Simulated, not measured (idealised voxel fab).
process module | voxel released beams
cross-section cut | 215 nm wide | cells 5 nm
A cross-section is a grid of square cells, given in bands from the top down. A band is one or more rows of cells.
Each band's line starts with the height of the band's top and of its bottom, in nm. Then come its materials from left to right, each with its width in nm. One material with "throughout" fills the band from edge to edge. "air" is empty space.
Height 0 is the level under which the wafer as received is all one material. The lowest band goes on downwards, as in "0 down".
A width such as "30 to 40" changes by the same amount from each row of cells to the next, from the band's top row to its bottom row.
"no change" after a step means that no cell of the cross-section changed.
closed voids: empty space of 8 cells or more with no open way to the top, each as width x height at its distance from the left edge, in nm
after a step's settings: what the simulator itself notes on the step
overlay nm, on a step with a mask: how far to the right of its planned place the mask lay; to the left if negative
plan
1 op RECEIVE | material Si
2 op CONFORMAL_DEP | material SiN | thk nm 10
3 op DIRECTIONAL_DEP | material SiO2 | thk nm 15
4 op PATTERN | tone open | mask id ANCHOR | material resist | width nm 45 | thk nm 15 | overlay nm 0
5 op DIRECTIONAL_ETCH | etch materials SiO2 | depth nm 15
6 op STRIP | etch materials resist
7 op CONFORMAL_DEP | material W | thk nm 15
8 op MASKED_ETCH | tone cover | mask id BEAM | width nm 90 | etch materials W | depth nm 15 | overlay nm 0
9 op STRIP | etch materials SiO2
as received, after step 1
  0 down: Si throughout
  closed voids: none
first wafer at the end, as planned
  40 to 25: air 60 | W 20 | air 15 | W 55 | air 65
  25 to 10: air 65 | W 45 | air 105
  10 to 0: SiN throughout
  0 down: Si throughout
  closed voids: none
second wafer at the end: like start, like plan, one mistake
  55 to 40: air 60 | W 90 | air 65
  40 to 25: W throughout
  25 to 10: SiO2 65 | W 45 | SiO2 105
  10 to 0: SiN throughout
  0 down: Si throughout
  closed voids: none
what went wrong: step 7 was run twice
at the end the second wafer has, in cells: 102 more of SiO2 | 138 more of W
